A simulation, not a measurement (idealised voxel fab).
Module name: voxel local oxidation (process module)
Cross-sectional view cut (width: 175 nm; square cell size: 5 nm).
The cross-sections in this document take the form of a grid made of square cells. They are written out as bands, in order from top to bottom. Each band consists of one or more rows of cells.
Per band: top height and bottom height in nm, followed by the left-to-right materials and their widths in nm; "all across" marks a single material spanning edge to edge, "air" marks empty space.
For the purposes of this specification, 0 denotes the height below which the wafer in its as-received condition is composed wholly of one material, and the lowermost band, lacking a lower limit, extends downward without end, as expressed in "0 and below".
Quick explanation for "30..40": the width changes in equal steps down the rows of cells, from the first number in the band's top row to the second number in its bottom row.
"no modifications" -> step changed no cross-section cell.
In the "Closed void register" entry, you get each enclosed empty space of 8 cells or more, one with no open way to the top, written width x height at distance, distance from the left edge, in nm.
That trailing text on a step's line, after the settings, is the simulator's own remark on the step.
Among the settings permitted on a step's line is "overlay nm"; applied to a step with a mask, it specifies the extent to which the mask lay to the right of its planned position, whereas a negative figure signifies a position to the left.

These are the steps we planned for the process
- 1: RECEIVE (material Si)
- 2: OXIDIZE (depth nm 5)
- 3: CONFORMAL_DEP (material SiN; thk nm 10)
- 4: PATTERN (tone cover; mask id ACTIVE; material resist; width nm 130; thk nm 15; overlay nm 0)
- 5: DIRECTIONAL_ETCH (etch materials SiN; depth nm 10)
- 6: STRIP (etch materials resist)
- 7: SELECTIVE_ETCH (etch materials SiO2; depth nm 5)
- 8: OXIDIZE (depth nm 10)
- 9: STRIP (etch materials SiN)

Here's what the wafer looked like in cross-section when it arrived - that's after step 1
* 0 and below  Si all across
* Closed void register: none

Cross-section: first of two wafers, module finished, run according to plan
* 0 down to -5  air=25  SiO2=120  air=30
* -5 down to -15  SiO2=35  Si=100  SiO2=40
* -15 and below  Si all across
* Closed void register: none

Module end: cross-section of wafer two of two. Same start and process plan as the first wafer. One mistake during execution
* 0 down to -5  air=25  SiO2=120  air=30
* -5 down to -15  SiO2 all across
* -15 and below  Si all across
* Closed void register: none
Here's what went sideways: step 2 ran with different settings than intended, the actual operation and settings being OXIDIZE (depth nm 15)
The second wafer ends with more or fewer cells of some materials than the first, per final count: -40 Si; +40 SiO2
